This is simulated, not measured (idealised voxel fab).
Title: Process Module voxel capacitor over wiring
The figure presents cross-section cut, which has a width of 170 nm and is divided into square cells with an edge length of 5 nm.
When this document writes out a cross-section, it uses a grid of square cells and lists it as bands, beginning at the top and moving down, with a band standing for one or more rows of cells.
Heads up on the band format: heights come first, top then bottom, in nm. After that it's the materials left to right, each with its width in nm. A single material flagged "everywhere" fills the whole band edge to edge, and "air" means there's empty space there.
Heights are reckoned from 0. Under this level, the received wafer is all of one material. The bottommost band is open-ended downward, for example "from 0 down".
Top row gets the first number, bottom row gets the second, and each row in between changes by the same step: that is how a band width like "30 to 40" works.
The cross-section has no changed cell in any step marked "no modifications".
Entry "Tabulated closed voids". Content: empty spaces with no open connection to the top, size 8 cells or greater. Each: width x height at distance. Distance: from left edge. Unit: nm.
Whatever follows a step's settings on its line is a remark the simulator itself makes about that step.
Each step line may optionally specify "overlay nm", which for a step with a mask gives the rightward distance between the mask's planned place and where it lay, a negative value indicating the leftward direction.

The planned process steps are enumerated hereunder
1: RECEIVE (material Si)
2: CONFORMAL_DEP (material SiO2; thk nm 10)
3: DIRECTIONAL_DEP (material TiN; thk nm 5)
4: DIRECTIONAL_DEP (material Ru; thk nm 15)
5: MASKED_ETCH (tone cover; mask id METAL_1; width nm 20; pitch nm 80; etch materials Ru; depth nm 15; overlay nm 0)
6: MASKED_ETCH (tone cover; mask id METAL_1; width nm 20; pitch nm 80; etch materials TiN; depth nm 5; overlay nm 0)
7: FILL_DEP (material SiO2; thk nm 5)
8: CMP (height nm 30)
9: CONFORMAL_DEP (material SiCN; thk nm 5)
10: DIRECTIONAL_DEP (material SiO2; thk nm 10)
11: DIRECTIONAL_DEP (material aC; thk nm 10)
12: PATTERN (tone open; mask id PLUG_1; material resist; width nm 15; thk nm 25; overlay nm 0)
13: DIRECTIONAL_ETCH (etch materials aC; depth nm 10)
14: STRIP (etch materials resist)
15: DIRECTIONAL_ETCH (etch materials SiO2; depth nm 10)
16: DIRECTIONAL_ETCH (etch materials SiCN; depth nm 5)
17: STRIP (etch materials aC)
18: CONFORMAL_DEP (material TiN; thk nm 5)
19: FILL_DEP (material Cu; thk nm 5)
20: CMP (height nm 45)
21: DIRECTIONAL_DEP (material TiN; thk nm 10)
22: DIRECTIONAL_DEP (material Al2O3; thk nm 5)
23: DIRECTIONAL_DEP (material TiN; thk nm 10)
24: MASKED_ETCH (tone cover; mask id UPPER_PLATE; width nm 65; etch materials TiN; depth nm 10; overlay nm -15)
25: MASKED_ETCH (tone cover; mask id UPPER_PLATE; width nm 65; etch materials Al2O3; depth nm 5; overlay nm 0)
26: PATTERN (tone cover; mask id LOWER_PLATE; material resist; width nm 75; thk nm 20; overlay nm 0)
27: DIRECTIONAL_ETCH (etch materials TiN; depth nm 10)
28: STRIP (etch materials resist)
29: FILL_DEP (material SiO2; thk nm 15)
30: CMP (height nm 80)
31: PATTERN (tone open; mask id PLUG_2; material resist; width nm 15; thk nm 20; overlay nm 0)
32: DIRECTIONAL_ETCH (etch materials SiO2; depth nm 10)
33: STRIP (etch materials resist)
34: CONFORMAL_DEP (material TiN; thk nm 5)
35: FILL_DEP (material Ru; thk nm 10)
36: CMP (height nm 80)
37: CONFORMAL_DEP (material SiN; thk nm 5)
Same starting wafers, different overlay nm at step 24. Plan value belongs to the first wafer.

Received wafers, first of several: cross-section after step 1
    from 0 down  Si everywhere
    Tabulated closed voids: none

The figure below presents a cross-section of the first of several wafers at the conclusion of the module, following its last step, step 37
    from 85 to 80  SiN everywhere
    from 80 to 75  50 of SiO2  5 of TiN  5 of Ru  5 of TiN  105 of SiO2
    from 75 to 70  50 of SiO2  15 of TiN  105 of SiO2
    from 70 to 60  35 of SiO2  55 of TiN  80 of SiO2
    from 60 to 55  25 of SiO2  80 of Al2O3  65 of SiO2
    from 55 to 45  25 of SiO2  85 of TiN  60 of SiO2
    from 45 to 35  40 of SiO2  5 of TiN  5 of Cu  5 of TiN  115 of SiO2
    from 35 to 30  40 of SiCN  15 of TiN  115 of SiCN
    from 30 to 15  35 of SiO2  20 of Ru  60 of SiO2  20 of Ru  35 of SiO2
    from 15 to 10  35 of SiO2  20 of TiN  60 of SiO2  20 of TiN  35 of SiO2
    from 10 to 0  SiO2 everywhere
    from 0 down  Si everywhere
    Tabulated closed voids: none

So this is the cross-section on the last wafer at the end of the module
    from 85 to 80  SiN everywhere
    from 80 to 75  50 of SiO2  5 of TiN  5 of Ru  5 of TiN  105 of SiO2
    from 75 to 70  50 of SiO2  15 of TiN  105 of SiO2
    from 70 to 60  55 of SiO2  55 of TiN  60 of SiO2
    from 60 to 55  40 of SiO2  80 of Al2O3  50 of SiO2
    from 55 to 45  35 of SiO2  85 of TiN  50 of SiO2
    from 45 to 35  40 of SiO2  5 of TiN  5 of Cu  5 of TiN  115 of SiO2
    from 35 to 30  40 of SiCN  15 of TiN  115 of SiCN
    from 30 to 15  35 of SiO2  20 of Ru  60 of SiO2  20 of Ru  35 of SiO2
    from 15 to 10  35 of SiO2  20 of TiN  60 of SiO2  20 of TiN  35 of SiO2
    from 10 to 0  SiO2 everywhere
    from 0 down  Si everywhere
    Tabulated closed voids: none

Below is a per-wafer table. In it, each row describes the wafer at the end of the module by giving, for each material, the number of cells gained (+) or lost (-) since the wafer was received, and after that the closed voids of the wafer
overlay nm -15, +16 Al2O3, +2 Cu, +25 Ru, +31 SiCN, +34 SiN, +394 SiO2, +76 TiN, Tabulated closed voids: none
overlay nm -10, +15 Al2O3, +2 Cu, +25 Ru, +31 SiCN, +34 SiN, +395 SiO2, +76 TiN, Tabulated closed voids: none
overlay nm -5, +14 Al2O3, +2 Cu, +25 Ru, +31 SiCN, +34 SiN, +396 SiO2, +76 TiN, Tabulated closed voids: none
overlay nm 0, +13 Al2O3, +2 Cu, +25 Ru, +31 SiCN, +34 SiN, +397 SiO2, +76 TiN, Tabulated closed voids: none
overlay nm 5, +14 Al2O3, +2 Cu, +25 Ru, +31 SiCN, +34 SiN, +396 SiO2, +76 TiN, Tabulated closed voids: none
overlay nm 10, +15 Al2O3, +2 Cu, +25 Ru, +31 SiCN, +34 SiN, +395 SiO2, +76 TiN, Tabulated closed voids: none
overlay nm 15, +16 Al2O3, +2 Cu, +25 Ru, +31 SiCN, +34 SiN, +394 SiO2, +76 TiN, Tabulated closed voids: none
